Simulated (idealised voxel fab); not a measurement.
Herein follows the process module entitled voxel transistor to metal.
Section shown: cut. Width: 270 nm. Cell size: 5 nm, square.
How to read a cross-section here: the picture is a grid of square cells, written as bands going from the top down, and any band can span one or more rows of cells.
Band: top height; bottom height; in nm. Then, left to right: material with width in nm, for each material. "all across": a single material spanning edge to edge. "blank": empty space.
Below 0: as-received wafer, all one material; heights counted from there. Lowest band: no bottom, goes on down, written "top 0, no bottom".
With a width like "30->40", each row of cells in the band differs from the next by the same amount, the top row carrying the first number and the bottom row the second.
You'll sometimes find "remained the same" written for a step, and that's the way of saying that nowhere in the cross-section did a cell change during that step.
The label "Enclosed empty spaces" introduces a list of the empty spaces, 8 cells or larger, that have no open way up to the top; each entry in it reads width x height at distance, where the distance is taken from the left edge and all three are stated in nm.
Note: text after step settings on the step line = simulator remark on that step.
overlay nm: step with mask; distance mask lay right of planned place; negative value = left of planned place.
Listed below are the process steps as planned
| 1 | RECEIVE: material Si |
| 2 | CONFORMAL_DEP: material SiO2, thk nm 5 |
| 3 | CONFORMAL_DEP: material SiN, thk nm 10 |
| 4 | PATTERN: tone cover, mask id ACTIVE, material resist, width nm 95, pitch nm 125, thk nm 15, overlay nm 0 |
| 5 | DIRECTIONAL_ETCH: etch materials SiN, depth nm 10 |
| 6 | DIRECTIONAL_ETCH: etch materials SiO2, depth nm 5 |
| 7 | DIRECTIONAL_ETCH: etch materials Si, depth nm 20 |
| 8 | STRIP: etch materials resist |
| 9 | FILL_DEP: material SiO2, thk nm 15 |
| 10 | CMP: height nm 15 |
| 11 | SELECTIVE_ETCH: etch materials SiO2, depth nm 5 |
| 12 | STRIP: etch materials SiN |
| 13 | SELECTIVE_ETCH: etch materials SiO2, depth nm 5 |
| 14 | OXIDIZE: depth nm 5 |
| 15 | DIRECTIONAL_DEP: material polySi, thk nm 25 |
| 16 | DIRECTIONAL_DEP: material SiCN, thk nm 15 |
| 17 | PATTERN: tone cover, mask id GATE, material resist, width nm 25, pitch nm 125, thk nm 20, overlay nm 0 |
| 18 | DIRECTIONAL_ETCH: etch materials SiCN, depth nm 25 |
| 19 | DIRECTIONAL_ETCH: etch materials polySi, depth nm 35 |
| 20 | STRIP: etch materials resist |
| 21 | CONFORMAL_DEP: material SiO2, thk nm 5 |
| 22 | DIRECTIONAL_ETCH: etch materials SiO2, depth nm 5 |
| 23 | CONFORMAL_DEP: material SiN, thk nm 5 |
| 24 | DIRECTIONAL_ETCH: etch materials SiN, depth nm 5 |
| 25 | DIRECTIONAL_ETCH: etch materials SiO2, depth nm 5 |
| 26 | DIRECTIONAL_ETCH: etch materials Si, depth nm 10 |
| 27 | EPI: material nSi, thk nm 10 |
| 28 | FILL_DEP: material SiO2, thk nm 10 |
| 29 | CMP: height nm 40 |
| 30 | DIRECTIONAL_DEP: material SiO2, thk nm 15 |
| 31 | DIRECTIONAL_DEP: material aC, thk nm 10 |
| 32 | PATTERN: tone open, mask id CONTACT, material resist, width nm 15, thk nm 30, overlay nm 0 |
| 33 | DIRECTIONAL_ETCH: etch materials aC, depth nm 10 |
| 34 | STRIP: etch materials resist |
| 35 | DIRECTIONAL_ETCH: etch materials SiO2, depth nm 50 |
| 36 | STRIP: etch materials aC |
| 37 | CONFORMAL_DEP: material TiN, thk nm 5 |
| 38 | FILL_DEP: material W, thk nm 10 |
| 39 | CMP: height nm 55 |
| 40 | CONFORMAL_DEP: material SiCN, thk nm 5 |
| 41 | DIRECTIONAL_DEP: material SiO2, thk nm 20 |
| 42 | DIRECTIONAL_DEP: material aC, thk nm 15 |
| 43 | PATTERN: tone open, mask id METAL_1, material resist, width nm 15, thk nm 30, overlay nm 0 |
| 44 | DIRECTIONAL_ETCH: etch materials aC, depth nm 15 |
| 45 | STRIP: etch materials resist |
| 46 | DIRECTIONAL_ETCH: etch materials SiO2, depth nm 20 |
| 47 | DIRECTIONAL_ETCH: etch materials SiCN, depth nm 5 |
| 48 | STRIP: etch materials aC |
| 49 | CONFORMAL_DEP: material TiN, thk nm 5 |
| 50 | FILL_DEP: material Cu, thk nm 5 |
| 51 | CMP: height nm 80 |
| 52 | EPI: material Ru, thk nm 5 |
| 53 | FILL_DEP: material SiCN, thk nm 5 |
Split variable: width nm, step 32. Plan value = first wafer. Wafers start alike.
Cross-section: the first of several wafers in its as-received state, i.e. following step 1
> top 0, no bottom = Si all across
> Enclosed empty spaces: none
End of the module, past its last step, step 53: how the first of several wafers looks in cross-section
> top 90, bottom 85 = SiCN all across
> top 85, bottom 80 = 25 nm SiCN  25 nm Ru  45 nm SiCN  25 nm Ru  30 nm SiCN  25 nm Ru  45 nm SiCN  25 nm Ru  25 nm SiCN
> top 80, bottom 60 = 30 nm SiO2  5 nm TiN  5 nm Cu  5 nm TiN  55 nm SiO2  5 nm TiN  5 nm Cu  5 nm TiN  40 nm SiO2  5 nm TiN  5 nm Cu  5 nm TiN  55 nm SiO2  5 nm TiN  5 nm Cu  5 nm TiN  30 nm SiO2
> top 60, bottom 55 = 30 nm SiCN  15 nm TiN  55 nm SiCN  15 nm TiN  40 nm SiCN  15 nm TiN  55 nm SiCN  15 nm TiN  30 nm SiCN
> top 55, bottom 40 = 30 nm SiO2  5 nm TiN  5 nm W  5 nm TiN  55 nm SiO2  5 nm TiN  5 nm W  5 nm TiN  40 nm SiO2  5 nm TiN  5 nm W  5 nm TiN  55 nm SiO2  5 nm TiN  5 nm W  5 nm TiN  30 nm SiO2
> top 40, bottom 25 = 30 nm SiO2  5 nm TiN  5 nm W  5 nm TiN  5 nm SiO2  5 nm SiN  5 nm SiO2  25 nm SiCN  5 nm SiO2  5 nm SiN  5 nm SiO2  5 nm TiN  5 nm W  5 nm TiN  40 nm SiO2  5 nm TiN  5 nm W  5 nm TiN  5 nm SiO2  5 nm SiN  5 nm SiO2  25 nm SiCN  5 nm SiO2  5 nm SiN  5 nm SiO2  5 nm TiN  5 nm W  5 nm TiN  30 nm SiO2
> top 25, bottom 10 = 30 nm SiO2  5 nm TiN  5 nm W  5 nm TiN  5 nm SiO2  5 nm SiN  5 nm SiO2  25 nm polySi  5 nm SiO2  5 nm SiN  5 nm SiO2  5 nm TiN  5 nm W  5 nm TiN  40 nm SiO2  5 nm TiN  5 nm W  5 nm TiN  5 nm SiO2  5 nm SiN  5 nm SiO2  25 nm polySi  5 nm SiO2  5 nm SiN  5 nm SiO2  5 nm TiN  5 nm W  5 nm TiN  30 nm SiO2
> top 10, bottom 5 = 30 nm SiO2  15 nm TiN  5 nm SiO2  5 nm SiN  5 nm SiO2  25 nm polySi  5 nm SiO2  5 nm SiN  5 nm SiO2  15 nm TiN  40 nm SiO2  15 nm TiN  5 nm SiO2  5 nm SiN  5 nm SiO2  25 nm polySi  5 nm SiO2  5 nm SiN  5 nm SiO2  15 nm TiN  30 nm SiO2
> top 5, bottom 0 = 25 nm SiO2  5 nm SiN  20 nm nSi  5 nm SiN  5 nm SiO2  25 nm polySi  5 nm SiO2  5 nm SiN  20 nm nSi  5 nm SiN  30 nm SiO2  5 nm SiN  20 nm nSi  5 nm SiN  5 nm SiO2  25 nm polySi  5 nm SiO2  5 nm SiN  20 nm nSi  5 nm SiN  25 nm SiO2
> top 0, bottom -5 = 30 nm SiO2  20 nm nSi  45 nm SiO2  20 nm nSi  40 nm SiO2  20 nm nSi  45 nm SiO2  20 nm nSi  30 nm SiO2
> top -5, bottom -15 = 25 nm SiO2  5 nm Si  20 nm nSi  45 nm Si  20 nm nSi  5 nm Si  30 nm SiO2  5 nm Si  20 nm nSi  45 nm Si  20 nm nSi  5 nm Si  25 nm SiO2
> top -15, bottom -20 = 25 nm SiO2  95 nm Si  30 nm SiO2  95 nm Si  25 nm SiO2
> top -20, no bottom = Si all across
> Enclosed empty spaces: none
Last wafer of the set, cross-sectioned at end of module
> top 90, bottom 85 = SiCN all across
> top 85, bottom 80 = 25 nm SiCN  25 nm Ru  45 nm SiCN  25 nm Ru  30 nm SiCN  25 nm Ru  45 nm SiCN  25 nm Ru  25 nm SiCN
> top 80, bottom 60 = 30 nm SiO2  5 nm TiN  5 nm Cu  5 nm TiN  55 nm SiO2  5 nm TiN  5 nm Cu  5 nm TiN  40 nm SiO2  5 nm TiN  5 nm Cu  5 nm TiN  55 nm SiO2  5 nm TiN  5 nm Cu  5 nm TiN  30 nm SiO2
> top 60, bottom 55 = 30 nm SiCN  15 nm TiN  55 nm SiCN  15 nm TiN  40 nm SiCN  15 nm TiN  55 nm SiCN  15 nm TiN  30 nm SiCN
> top 55, bottom 45 = 25 nm SiO2  5 nm TiN  20 nm W  5 nm TiN  40 nm SiO2  5 nm TiN  20 nm W  5 nm TiN  25 nm SiO2  5 nm TiN  20 nm W  5 nm TiN  40 nm SiO2  5 nm TiN  20 nm W  5 nm TiN  20 nm SiO2
> top 45, bottom 40 = 25 nm SiO2  5 nm TiN  15 nm W  10 nm TiN  40 nm SiO2  5 nm TiN  20 nm W  5 nm TiN  25 nm SiO2  5 nm TiN  15 nm W  10 nm TiN  40 nm SiO2  5 nm TiN  20 nm W  5 nm TiN  20 nm SiO2
> top 40, bottom 25 = 25 nm SiO2  5 nm TiN  15 nm W  5 nm TiN  5 nm SiN  5 nm SiO2  25 nm SiCN  5 nm SiO2  5 nm SiN  5 nm TiN  20 nm W  5 nm TiN  25 nm SiO2  5 nm TiN  15 nm W  5 nm TiN  5 nm SiN  5 nm SiO2  25 nm SiCN  5 nm SiO2  5 nm SiN  5 nm TiN  20 nm W  5 nm TiN  20 nm SiO2
> top 25, bottom 10 = 25 nm SiO2  5 nm TiN  15 nm W  5 nm TiN  5 nm SiN  5 nm SiO2  25 nm polySi  5 nm SiO2  5 nm SiN  5 nm TiN  20 nm W  5 nm TiN  25 nm SiO2  5 nm TiN  15 nm W  5 nm TiN  5 nm SiN  5 nm SiO2  25 nm polySi  5 nm SiO2  5 nm SiN  5 nm TiN  20 nm W  5 nm TiN  20 nm SiO2
> top 10, bottom 5 = 25 nm SiO2  25 nm TiN  5 nm SiN  5 nm SiO2  25 nm polySi  5 nm SiO2  5 nm SiN  30 nm TiN  25 nm SiO2  25 nm TiN  5 nm SiN  5 nm SiO2  25 nm polySi  5 nm SiO2  5 nm SiN  30 nm TiN  20 nm SiO2
> top 5, bottom 0 = 25 nm SiO2  5 nm SiN  20 nm nSi  5 nm SiN  5 nm SiO2  25 nm polySi  5 nm SiO2  5 nm SiN  20 nm nSi  5 nm SiN  30 nm SiO2  5 nm SiN  20 nm nSi  5 nm SiN  5 nm SiO2  25 nm polySi  5 nm SiO2  5 nm SiN  20 nm nSi  5 nm SiN  25 nm SiO2
> top 0, bottom -5 = 30 nm SiO2  20 nm nSi  45 nm SiO2  20 nm nSi  40 nm SiO2  20 nm nSi  45 nm SiO2  20 nm nSi  30 nm SiO2
> top -5, bottom -15 = 25 nm SiO2  5 nm Si  20 nm nSi  45 nm Si  20 nm nSi  5 nm Si  30 nm SiO2  5 nm Si  20 nm nSi  45 nm Si  20 nm nSi  5 nm Si  25 nm SiO2
> top -15, bottom -20 = 25 nm SiO2  95 nm Si  30 nm SiO2  95 nm Si  25 nm SiO2
> top -20, no bottom = Si all across
> Enclosed empty spaces: none
Quick key for the table: a row per wafer, taken at the end of the module. For each material it tells you how many cells the wafer gained (+) or lost (-) since it came in, and the closed voids come after
width nm 15; +16 Cu; +20 Ru; -134 Si; +160 SiCN; +36 SiN; +596 SiO2; +128 TiN; +36 W; +64 nSi; +50 polySi; Enclosed empty spaces: none
width nm 20; +16 Cu; +20 Ru; -134 Si; +160 SiCN; +36 SiN; +556 SiO2; +132 TiN; +72 W; +64 nSi; +50 polySi; Enclosed empty spaces: none
width nm 25; +16 Cu; +20 Ru; -134 Si; +160 SiCN; +36 SiN; +516 SiO2; +136 TiN; +108 W; +64 nSi; +50 polySi; Enclosed empty spaces: none
width nm 30; +16 Cu; +20 Ru; -134 Si; +160 SiCN; +36 SiN; +490 SiO2; +140 TiN; +130 W; +64 nSi; +50 polySi; Enclosed empty spaces: none
